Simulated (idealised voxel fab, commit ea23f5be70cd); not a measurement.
A process module follows: voxel released beams.
190 nm wide, 5 nm square cells: that's cross-section cut.
Heads up, the way a cross-section reads in here is a grid of square cells, handed over as bands from the top down, with every band being one or more rows of cells.
Band entry format. Leading values: height of top, height of bottom, nm. Remainder: materials in left-to-right order, each with its width in nm. Special words: "all across" on a single material, which then fills the band edge to edge; "blank", empty space.
Counting heights begins at 0, where everything beneath is, in the wafer as received, one material. The lowest band has no bottom; it goes on downwards, as "z 0 and below" shows.
The width entry "30->40" should be interpreted row by row: the top row of cells in the band takes the first number, the bottom row takes the second number, and the change between adjacent rows is uniform throughout.
Key: "nothing altered" - step with no changed cell in the cross-section.
Each empty space that has no open way to the top and spans at least 8 cells appears under "Enclosed cavities" as width x height at distance, the distance counted from the left edge, all in nm.
Formally, on a step line, whatever follows the settings is a remark that the simulator itself makes on the step.
"overlay nm" denotes, for a step that has a mask, the displacement of the mask to the right of its planned place, with negative values corresponding to the left.
THE PLANNED PROCESS STEPS ARE ENUMERATED HEREUNDER
1. RECEIVE,material Si
2. CONFORMAL_DEP,material SiN,thk nm 10
3. DIRECTIONAL_DEP,material SiO2,thk nm 10
4. DIRECTIONAL_DEP,material aC,thk nm 15
5. PATTERN,tone open,mask id ANCHOR,material resist,width nm 35,thk nm 35,overlay nm 0
6. DIRECTIONAL_ETCH,etch materials aC,depth nm 15
7. STRIP,etch materials resist
8. DIRECTIONAL_ETCH,etch materials SiO2,depth nm 10
9. STRIP,etch materials aC
10. CONFORMAL_DEP,material TiN,thk nm 10
11. DIRECTIONAL_DEP,material aC,thk nm 10
12. PATTERN,tone cover,mask id BEAM,material resist,width nm 100,thk nm 30,overlay nm 0
13. DIRECTIONAL_ETCH,etch materials aC,depth nm 10
14. STRIP,etch materials resist
15. DIRECTIONAL_ETCH,etch materials TiN,depth nm 10
16. STRIP,etch materials aC
17. STRIP,etch materials SiO2
THE FIRST OF TWO WAFERS, RUN AS PLANNED
WAFER CROSS-SECTION ON RECEIPT, I.E. AFTER STEP 1
    z 0 and below | Si all across
    Enclosed cavities: none
STEP 2 COMPLETE: CROSS-SECTION THROUGH THE WAFER
    z 10 to 0 | SiN all across
    For the remainder of the cross-section, below 0, there is no change.
STEP 3 COMPLETE: CROSS-SECTION THROUGH THE WAFER
    z 20 to 10 | SiO2 all across
    For the remainder of the cross-section, below 10, there is no change.
STEP 4 COMPLETE: CROSS-SECTION THROUGH THE WAFER
    z 35 to 20 | aC all across
    For the remainder of the cross-section, below 20, there is no change.
STEP 5 COMPLETE: CROSS-SECTION THROUGH THE WAFER
    z 70 to 35 | resist=45; blank=35; resist=110
    For the remainder of the cross-section, below 35, there is no change.
STEP 6 COMPLETE: CROSS-SECTION THROUGH THE WAFER
    z 55 to 35 | resist=45; blank=35; resist=110
    z 35 to 20 | aC=45; blank=35; aC=110
    For the remainder of the cross-section, below 20, there is no change.
STEP 7 COMPLETE: CROSS-SECTION THROUGH THE WAFER
    z 35 to 20 | aC=45; blank=35; aC=110
    For the remainder of the cross-section, below 20, there is no change.
STEP 8 COMPLETE: CROSS-SECTION THROUGH THE WAFER
    z 35 to 20 | aC=45; blank=35; aC=110
    z 20 to 10 | SiO2=45; blank=35; SiO2=110
    For the remainder of the cross-section, below 10, there is no change.
STEP 9 COMPLETE: CROSS-SECTION THROUGH THE WAFER
    z 20 to 10 | SiO2=45; blank=35; SiO2=110
    For the remainder of the cross-section, below 10, there is no change.
STEP 10 COMPLETE: CROSS-SECTION THROUGH THE WAFER
    z 30 to 20 | TiN=55; blank=15; TiN=120
    z 20 to 10 | SiO2=45; TiN=35; SiO2=110
    For the remainder of the cross-section, below 10, there is no change.
STEP 11 COMPLETE: CROSS-SECTION THROUGH THE WAFER
    z 40 to 30 | aC=55; blank=15; aC=120
    z 30 to 20 | TiN=55; aC=15; TiN=120
    For the remainder of the cross-section, below 20, there is no change.
STEP 12 COMPLETE: CROSS-SECTION THROUGH THE WAFER
    z 70 to 40 | blank=40; resist=100; blank=50
    z 40 to 30 | aC=55; resist=15; aC=120
    For the remainder of the cross-section, below 30, there is no change.
STEP 13 COMPLETE: CROSS-SECTION THROUGH THE WAFER
    z 60 to 40 | blank=40; resist=100; blank=50
    z 40 to 30 | blank=40; aC=15; resist=15; aC=70; blank=50
    For the remainder of the cross-section, below 30, there is no change.
STEP 14 COMPLETE: CROSS-SECTION THROUGH THE WAFER
    z 40 to 30 | blank=40; aC=15; blank=15; aC=70; blank=50
    For the remainder of the cross-section, below 30, there is no change.
STEP 15 COMPLETE: CROSS-SECTION THROUGH THE WAFER
    z 40 to 30 | blank=40; aC=15; blank=15; aC=70; blank=50
    z 30 to 20 | blank=40; TiN=15; aC=15; TiN=70; blank=50
    For the remainder of the cross-section, below 20, there is no change.
STEP 16 COMPLETE: CROSS-SECTION THROUGH THE WAFER
    z 30 to 20 | blank=40; TiN=15; blank=15; TiN=70; blank=50
    For the remainder of the cross-section, below 20, there is no change.
STEP 17 COMPLETE: CROSS-SECTION THROUGH THE WAFER
    z 30 to 20 | blank=40; TiN=15; blank=15; TiN=70; blank=50
    z 20 to 10 | blank=45; TiN=35; blank=110
    For the remainder of the cross-section, below 10, there is no change.
IT IS TO BE NOTED THAT THE SECOND WAFER PROCEEDED FROM THE SAME INITIAL STATE AND ACCORDING TO THE SAME PLAN AS THE FIRST, ALTHOUGH ONE MISTAKE WAS COMMITTED IN ITS EXECUTION; THROUGH STEP 15, INCLUSIVE, THE TWO WAFERS SHARE AN IDENTICAL HISTORY
WHEN STEP 16 SHOULD HAVE ENDED
    z 30 to 20 | blank=40; TiN=15; blank=15; TiN=70; blank=50
    For the remainder of the cross-section, below 20, there is no change.
WHEN STEP 17 SHOULD HAVE ENDED
    z 30 to 20 | blank=40; TiN=15; blank=15; TiN=70; blank=50
    z 20 to 10 | blank=45; TiN=35; blank=110
    For the remainder of the cross-section, below 10, there is no change.
What broke from the plan during processing? step 16 of the plan was twice carried out
Result: same final cross-section on the two wafers, so no effect from the mistake in this model.
